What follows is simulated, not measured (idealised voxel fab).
A process module follows: voxel air gaps.
Cross-section cut spans 195 nm and uses square cells 5 nm in size.
Cross-section = grid of square cells, listed top down in bands; band = one or more rows. Basically the band line says how high the top is and how high the bottom is, in nm, and then what's in it from left to right, every material with its width in nm. Empty space shows up as "air", and if a single material carries "throughout" it runs the full band edge to edge. Heads up on the height convention: 0 is the point under which the incoming wafer is all one material, and the lowest band has no bottom, it just keeps going down, like "top 0, no bottom". With a width like "30->40", each row of cells in the band differs from the next by the same amount, the top row carrying the first number and the bottom row the second. Where a step carries "nothing got changed", the cross-section came out of it unchanged, cell for cell. Heads up: "Sealed void inventory" only lists the empty pockets with no open path to the top that are 8 cells or more, and it writes them as width x height at distance, distance from the left edge, in nm. On a step's line, text after the settings is the simulator commenting on that step. overlay nm: where the mask lay relative to plan, measured to the right, on steps with a mask; negatives go left. Heads up before you read on: it's before/after pairs around one process step each, after side only down to the lowest band that changed, step plus settings under the pair. Pairs can be from different runs of this module, same starting wafer, so only chain a pair onto the one above if its "Snapshot before" entry says so.
Snapshot before:
top 70, bottom 60: air 35 nm; Ru 40 nm; air 5 nm; Ru 40 nm; air 5 nm; Ru 40 nm; air 30 nm
top 60, bottom 25: air 45 nm; TiN 5 nm; W 10 nm; TiN 5 nm; air 25 nm; TiN 5 nm; W 10 nm; TiN 5 nm; air 25 nm; TiN 5 nm; W 10 nm; TiN 5 nm; air 40 nm
top 25, bottom 20: air 45 nm; TiN 20 nm; air 25 nm; TiN 20 nm; air 25 nm; TiN 20 nm; air 40 nm
top 20, bottom 15: SiN throughout
top 15, bottom 0: SiO2 throughout
top 0, no bottom: Si throughout
Sealed void inventory: none
Cut View, Post-Step:
top 75, bottom 70: air 30 nm; SiN 140 nm; air 25 nm
top 70, bottom 60: air 30 nm; SiN 5 nm; Ru 40 nm; SiN 5 nm; Ru 40 nm; SiN 5 nm; Ru 40 nm; SiN 5 nm; air 25 nm
top 60, bottom 55: air 30 nm; SiN 15 nm; TiN 5 nm; W 10 nm; TiN 5 nm; SiN 25 nm; TiN 5 nm; W 10 nm; TiN 5 nm; SiN 25 nm; TiN 5 nm; W 10 nm; TiN 5 nm; SiN 15 nm; air 25 nm
top 55, bottom 25: air 40 nm; SiN 5 nm; TiN 5 nm; W 10 nm; TiN 5 nm; SiN 5 nm; air 15 nm; SiN 5 nm; TiN 5 nm; W 10 nm; TiN 5 nm; SiN 5 nm; air 15 nm; SiN 5 nm; TiN 5 nm; W 10 nm; TiN 5 nm; SiN 5 nm; air 35 nm
top 25, bottom 20: SiN 45 nm; TiN 20 nm; SiN 25 nm; TiN 20 nm; SiN 25 nm; TiN 20 nm; SiN 40 nm
Under 20: no change, same as before.
Sealed void inventory: 15 x 30 at 70; 15 x 30 at 115
Which process step falls between the two cross-sections above? CONFORMAL_DEP, material SiN, thk nm 5
Snapshot before:
top 75, bottom 60: aC throughout
top 60, bottom 20: SiO2 throughout
top 20, bottom 15: SiN throughout
top 15, bottom 0: SiO2 throughout
top 0, no bottom: Si throughout
Sealed void inventory: none
Cut View, Post-Step:
top 110, bottom 75: resist 35 nm; air 15 nm; resist 30 nm; air 15 nm; resist 30 nm; air 15 nm; resist 55 nm
Under 75: no change, same as before.
Sealed void inventory: none
Which process step falls between the two cross-sections above? PATTERN, tone open, mask id LINES, material resist, width nm 15, pitch nm 45, thk nm 35, overlay nm -10
Snapshot before: the after view from the pair directly above serves as the before view here.
Cut View, Post-Step:
top 95, bottom 75: resist 35 nm; air 15 nm; resist 30 nm; air 15 nm; resist 30 nm; air 15 nm; resist 55 nm
top 75, bottom 60: aC 35 nm; air 15 nm; aC 30 nm; air 15 nm; aC 30 nm; air 15 nm; aC 55 nm
Under 60: no change, same as before.
Sealed void inventory: none
Which process step falls between the two cross-sections above? DIRECTIONAL_ETCH, etch materials aC, depth nm 15
Snapshot before: the after view from the pair directly above serves as the before view here.
Cut View, Post-Step:
top 75, bottom 60: aC 35 nm; air 15 nm; aC 30 nm; air 15 nm; aC 30 nm; air 15 nm; aC 55 nm
Under 60: no change, same as before.
Sealed void inventory: none
Which process step falls between the two cross-sections above? STRIP, etch materials resist
Snapshot before: the after view from the pair directly above serves as the before view here.
Cut View, Post-Step:
top 75, bottom 60: aC 35 nm; air 15 nm; aC 30 nm; air 15 nm; aC 30 nm; air 15 nm; aC 55 nm
top 60, bottom 20: SiO2 35 nm; air 15 nm; SiO2 30 nm; air 15 nm; SiO2 30 nm; air 15 nm; SiO2 55 nm
Under 20: no change, same as before.
Sealed void inventory: none
Which process step falls between the two cross-sections above? DIRECTIONAL_ETCH, etch materials SiO2, depth nm 40
Snapshot before: the after view from the pair directly above serves as the before view here.
Cut View, Post-Step:
top 60, bottom 20: SiO2 35 nm; air 15 nm; SiO2 30 nm; air 15 nm; SiO2 30 nm; air 15 nm; SiO2 55 nm
Under 20: no change, same as before.
Sealed void inventory: none
Which process step falls between the two cross-sections above? STRIP, etch materials aC
Snapshot before: the after view from the pair directly above serves as the before view here.
Cut View, Post-Step:
top 65, bottom 60: TiN 40 nm; air 5 nm; TiN 40 nm; air 5 nm; TiN 40 nm; air 5 nm; TiN 60 nm
top 60, bottom 25: SiO2 35 nm; TiN 5 nm; air 5 nm; TiN 5 nm; SiO2 30 nm; TiN 5 nm; air 5 nm; TiN 5 nm; SiO2 30 nm; TiN 5 nm; air 5 nm; TiN 5 nm; SiO2 55 nm
top 25, bottom 20: SiO2 35 nm; TiN 15 nm; SiO2 30 nm; TiN 15 nm; SiO2 30 nm; TiN 15 nm; SiO2 55 nm
Under 20: no change, same as before.
Sealed void inventory: none
Which process step falls between the two cross-sections above? CONFORMAL_DEP, material TiN, thk nm 5
Snapshot before: the after view from the pair directly above serves as the before view here.
Cut View, Post-Step:
top 70, bottom 65: W throughout
top 65, bottom 60: TiN 40 nm; W 5 nm; TiN 40 nm; W 5 nm; TiN 40 nm; W 5 nm; TiN 60 nm
top 60, bottom 25: SiO2 35 nm; TiN 5 nm; W 5 nm; TiN 5 nm; SiO2 30 nm; TiN 5 nm; W 5 nm; TiN 5 nm; SiO2 30 nm; TiN 5 nm; W 5 nm; TiN 5 nm; SiO2 55 nm
Under 25: no change, same as before.
Sealed void inventory: none
Which process step falls between the two cross-sections above? FILL_DEP, material W, thk nm 5
Snapshot before: the after view from the pair directly above serves as the before view here.
Cut View, Post-Step:
top 60, bottom 25: SiO2 35 nm; TiN 5 nm; W 5 nm; TiN 5 nm; SiO2 30 nm; TiN 5 nm; W 5 nm; TiN 5 nm; SiO2 30 nm; TiN 5 nm; W 5 nm; TiN 5 nm; SiO2 55 nm
Under 25: no change, same as before.
Sealed void inventory: none
Which process step falls between the two cross-sections above? CMP, height nm 60
Snapshot before: the after view from the pair directly above serves as the before view here.
Cut View, Post-Step:
top 70, bottom 60: air 25 nm; Ru 35 nm; air 10 nm; Ru 35 nm; air 10 nm; Ru 35 nm; air 45 nm
Under 60: no change, same as before.
Sealed void inventory: none
Which process step falls between the two cross-sections above? EPI, material Ru, thk nm 10
Snapshot before: the after view from the pair directly above serves as the before view here.
Cut View, Post-Step:
top 70, bottom 60: air 25 nm; Ru 35 nm; air 10 nm; Ru 35 nm; air 10 nm; Ru 35 nm; air 45 nm
top 60, bottom 25: air 35 nm; TiN 5 nm; W 5 nm; TiN 5 nm; air 30 nm; TiN 5 nm; W 5 nm; TiN 5 nm; air 30 nm; TiN 5 nm; W 5 nm; TiN 5 nm; air 55 nm
top 25, bottom 20: air 35 nm; TiN 15 nm; air 30 nm; TiN 15 nm; air 30 nm; TiN 15 nm; air 55 nm
Under 20: no change, same as before.
Sealed void inventory: none
Which process step falls between the two cross-sections above? SELECTIVE_ETCH, etch materials SiO2, depth nm 50
Snapshot before: the after view from the pair directly above serves as the before view here.
Cut View, Post-Step:
top 75, bottom 70: air 20 nm; SiN 135 nm; air 40 nm
top 70, bottom 60: air 20 nm; SiN 5 nm; Ru 35 nm; SiN 10 nm; Ru 35 nm; SiN 10 nm; Ru 35 nm; SiN 5 nm; air 40 nm
top 60, bottom 55: air 20 nm; SiN 15 nm; TiN 5 nm; W 5 nm; TiN 5 nm; SiN 30 nm; TiN 5 nm; W 5 nm; TiN 5 nm; SiN 30 nm; TiN 5 nm; W 5 nm; TiN 5 nm; SiN 15 nm; air 40 nm
top 55, bottom 25: air 30 nm; SiN 5 nm; TiN 5 nm; W 5 nm; TiN 5 nm; SiN 5 nm; air 20 nm; SiN 5 nm; TiN 5 nm; W 5 nm; TiN 5 nm; SiN 5 nm; air 20 nm; SiN 5 nm; TiN 5 nm; W 5 nm; TiN 5 nm; SiN 5 nm; air 50 nm
top 25, bottom 20: SiN 35 nm; TiN 15 nm; SiN 30 nm; TiN 15 nm; SiN 30 nm; TiN 15 nm; SiN 55 nm
Under 20: no change, same as before.
Sealed void inventory: 20 x 30 at 55; 20 x 30 at 100
Which process step falls between the two cross-sections above? CONFORMAL_DEP, material SiN, thk nm 5
Snapshot before:
top 65, bottom 60: TiN 50 nm; air 5 nm; TiN 40 nm; air 5 nm; TiN 40 nm; air 5 nm; TiN 50 nm
top 60, bottom 25: SiO2 45 nm; TiN 5 nm; air 5 nm; TiN 5 nm; SiO2 30 nm; TiN 5 nm; air 5 nm; TiN 5 nm; SiO2 30 nm; TiN 5 nm; air 5 nm; TiN 5 nm; SiO2 45 nm
top 25, bottom 20: SiO2 45 nm; TiN 15 nm; SiO2 30 nm; TiN 15 nm; SiO2 30 nm; TiN 15 nm; SiO2 45 nm
top 20, bottom 15: SiN throughout
top 15, bottom 0: SiO2 throughout
top 0, no bottom: Si throughout
Sealed void inventory: none
Cut View, Post-Step:
top 70, bottom 65: aC throughout
top 65, bottom 60: TiN 50 nm; aC 5 nm; TiN 40 nm; aC 5 nm; TiN 40 nm; aC 5 nm; TiN 50 nm
top 60, bottom 25: SiO2 45 nm; TiN 5 nm; aC 5 nm; TiN 5 nm; SiO2 30 nm; TiN 5 nm; aC 5 nm; TiN 5 nm; SiO2 30 nm; TiN 5 nm; aC 5 nm; TiN 5 nm; SiO2 45 nm
Under 25: no change, same as before.
Sealed void inventory: none
Which process step falls between the two cross-sections above? FILL_DEP, material aC, thk nm 5
Snapshot before: the after view from the pair directly above serves as the before view here.
Cut View, Post-Step:
top 60, bottom 25: SiO2 45 nm; TiN 5 nm; aC 5 nm; TiN 5 nm; SiO2 30 nm; TiN 5 nm; aC 5 nm; TiN 5 nm; SiO2 30 nm; TiN 5 nm; aC 5 nm; TiN 5 nm; SiO2 45 nm
Under 25: no change, same as before.
Sealed void inventory: none
Which process step falls between the two cross-sections above? CMP, height nm 60
Snapshot before: the after view from the pair directly above serves as the before view here.
Cut View, Post-Step:
top 70, bottom 60: air 35 nm; Ru 35 nm; air 10 nm; Ru 35 nm; air 10 nm; Ru 35 nm; air 35 nm
Under 60: no change, same as before.
Sealed void inventory: none
Which process step falls between the two cross-sections above? EPI, material Ru, thk nm 10
Snapshot before: the after view from the pair directly above serves as the before view here.
Cut View, Post-Step:
top 70, bottom 60: air 35 nm; Ru 35 nm; air 10 nm; Ru 35 nm; air 10 nm; Ru 35 nm; air 35 nm
top 60, bottom 25: air 45 nm; TiN 5 nm; aC 5 nm; TiN 5 nm; air 30 nm; TiN 5 nm; aC 5 nm; TiN 5 nm; air 30 nm; TiN 5 nm; aC 5 nm; TiN 5 nm; air 45 nm
top 25, bottom 20: air 45 nm; TiN 15 nm; air 30 nm; TiN 15 nm; air 30 nm; TiN 15 nm; air 45 nm
Under 20: no change, same as before.
Sealed void inventory: none
Which process step falls between the two cross-sections above? SELECTIVE_ETCH, etch materials SiO2, depth nm 50
Snapshot before: the after view from the pair directly above serves as the before view here.
Cut View, Post-Step:
top 75, bottom 70: air 30 nm; SiN 135 nm; air 30 nm
top 70, bottom 60: air 30 nm; SiN 5 nm; Ru 35 nm; SiN 10 nm; Ru 35 nm; SiN 10 nm; Ru 35 nm; SiN 5 nm; air 30 nm
top 60, bottom 55: air 30 nm; SiN 15 nm; TiN 5 nm; aC 5 nm; TiN 5 nm; SiN 30 nm; TiN 5 nm; aC 5 nm; TiN 5 nm; SiN 30 nm; TiN 5 nm; aC 5 nm; TiN 5 nm; SiN 15 nm; air 30 nm
top 55, bottom 25: air 40 nm; SiN 5 nm; TiN 5 nm; aC 5 nm; TiN 5 nm; SiN 5 nm; air 20 nm; SiN 5 nm; TiN 5 nm; aC 5 nm; TiN 5 nm; SiN 5 nm; air 20 nm; SiN 5 nm; TiN 5 nm; aC 5 nm; TiN 5 nm; SiN 5 nm; air 40 nm
top 25, bottom 20: SiN 45 nm; TiN 15 nm; SiN 30 nm; TiN 15 nm; SiN 30 nm; TiN 15 nm; SiN 45 nm
Under 20: no change, same as before.
Sealed void inventory: 20 x 30 at 65; 20 x 30 at 110
Which process step falls between the two cross-sections above? CONFORMAL_DEP, material SiN, thk nm 5
Snapshot before:
top 75, bottom 60: aC throughout
top 60, bottom 20: SiO2 throughout
top 20, bottom 15: SiN throughout
top 15, bottom 0: SiO2 throughout
top 0, no bottom: Si throughout
Sealed void inventory: none
Cut View, Post-Step:
top 110, bottom 75: air 45 nm; resist 15 nm; air 30 nm; resist 15 nm; air 30 nm; resist 15 nm; air 45 nm
Under 75: no change, same as before.
Sealed void inventory: none
Which process step falls between the two cross-sections above? PATTERN, tone cover, mask id LINES, material resist, width nm 15, pitch nm 45, thk nm 35, overlay nm 0
Snapshot before: the after view from the pair directly above serves as the before view here.
Cut View, Post-Step:
top 95, bottom 75: air 45 nm; resist 15 nm; air 30 nm; resist 15 nm; air 30 nm; resist 15 nm; air 45 nm
top 75, bottom 60: air 45 nm; aC 15 nm; air 30 nm; aC 15 nm; air 30 nm; aC 15 nm; air 45 nm
Under 60: no change, same as before.
Sealed void inventory: none
Which process step falls between the two cross-sections above? DIRECTIONAL_ETCH, etch materials aC, depth nm 15
Snapshot before: the after view from the pair directly above serves as the before view here.
Cut View, Post-Step:
top 75, bottom 60: air 45 nm; aC 15 nm; air 30 nm; aC 15 nm; air 30 nm; aC 15 nm; air 45 nm
Under 60: no change, same as before.
Sealed void inventory: none
Which process step falls between the two cross-sections above? STRIP, etch materials resist
Snapshot before: the after view from the pair directly above serves as the before view here.
Cut View, Post-Step:
top 75, bottom 60: air 45 nm; aC 15 nm; air 30 nm; aC 15 nm; air 30 nm; aC 15 nm; air 45 nm
top 60, bottom 20: air 45 nm; SiO2 15 nm; air 30 nm; SiO2 15 nm; air 30 nm; SiO2 15 nm; air 45 nm
Under 20: no change, same as before.
Sealed void inventory: none
Which process step falls between the two cross-sections above? DIRECTIONAL_ETCH, etch materials SiO2, depth nm 40
Snapshot before: the after view from the pair directly above serves as the before view here.
Cut View, Post-Step:
top 60, bottom 20: air 45 nm; SiO2 15 nm; air 30 nm; SiO2 15 nm; air 30 nm; SiO2 15 nm; air 45 nm
Under 20: no change, same as before.
Sealed void inventory: none
Which process step falls between the two cross-sections above? STRIP, etch materials aC
Snapshot before: the after view from the pair directly above serves as the before view here.
Cut View, Post-Step:
top 65, bottom 60: air 40 nm; TiN 25 nm; air 20 nm; TiN 25 nm; air 20 nm; TiN 25 nm; air 40 nm
top 60, bottom 25: air 40 nm; TiN 5 nm; SiO2 15 nm; TiN 5 nm; air 20 nm; TiN 5 nm; SiO2 15 nm; TiN 5 nm; air 20 nm; TiN 5 nm; SiO2 15 nm; TiN 5 nm; air 40 nm
top 25, bottom 20: TiN 45 nm; SiO2 15 nm; TiN 30 nm; SiO2 15 nm; TiN 30 nm; SiO2 15 nm; TiN 45 nm
Under 20: no change, same as before.
Sealed void inventory: none
Which process step falls between the two cross-sections above? CONFORMAL_DEP, material TiN, thk nm 5
Snapshot before: the after view from the pair directly above serves as the before view here.
Cut View, Post-Step:
top 70, bottom 65: W throughout
top 65, bottom 60: W 40 nm; TiN 25 nm; W 20 nm; TiN 25 nm; W 20 nm; TiN 25 nm; W 40 nm
top 60, bottom 25: W 40 nm; TiN 5 nm; SiO2 15 nm; TiN 5 nm; W 20 nm; TiN 5 nm; SiO2 15 nm; TiN 5 nm; W 20 nm; TiN 5 nm; SiO2 15 nm; TiN 5 nm; W 40 nm
Under 25: no change, same as before.
Sealed void inventory: none
Which process step falls between the two cross-sections above? FILL_DEP, material W, thk nm 5
Snapshot before: the after view from the pair directly above serves as the before view here.
Cut View, Post-Step:
top 60, bottom 25: W 40 nm; TiN 5 nm; SiO2 15 nm; TiN 5 nm; W 20 nm; TiN 5 nm; SiO2 15 nm; TiN 5 nm; W 20 nm; TiN 5 nm; SiO2 15 nm; TiN 5 nm; W 40 nm
Under 25: no change, same as before.
Sealed void inventory: none
Which process step falls between the two cross-sections above? CMP, height nm 60
Snapshot before: the after view from the pair directly above serves as the before view here.
Cut View, Post-Step:
top 70, bottom 60: Ru throughout
Under 60: no change, same as before.
Sealed void inventory: none
Which process step falls between the two cross-sections above? EPI, material Ru, thk nm 10
Snapshot before: the after view from the pair directly above serves as the before view here.
Cut View, Post-Step:
top 75, bottom 70: SiN throughout
Under 70: no change, same as before.
Sealed void inventory: none
Which process step falls between the two cross-sections above? CONFORMAL_DEP, material SiN, thk nm 5
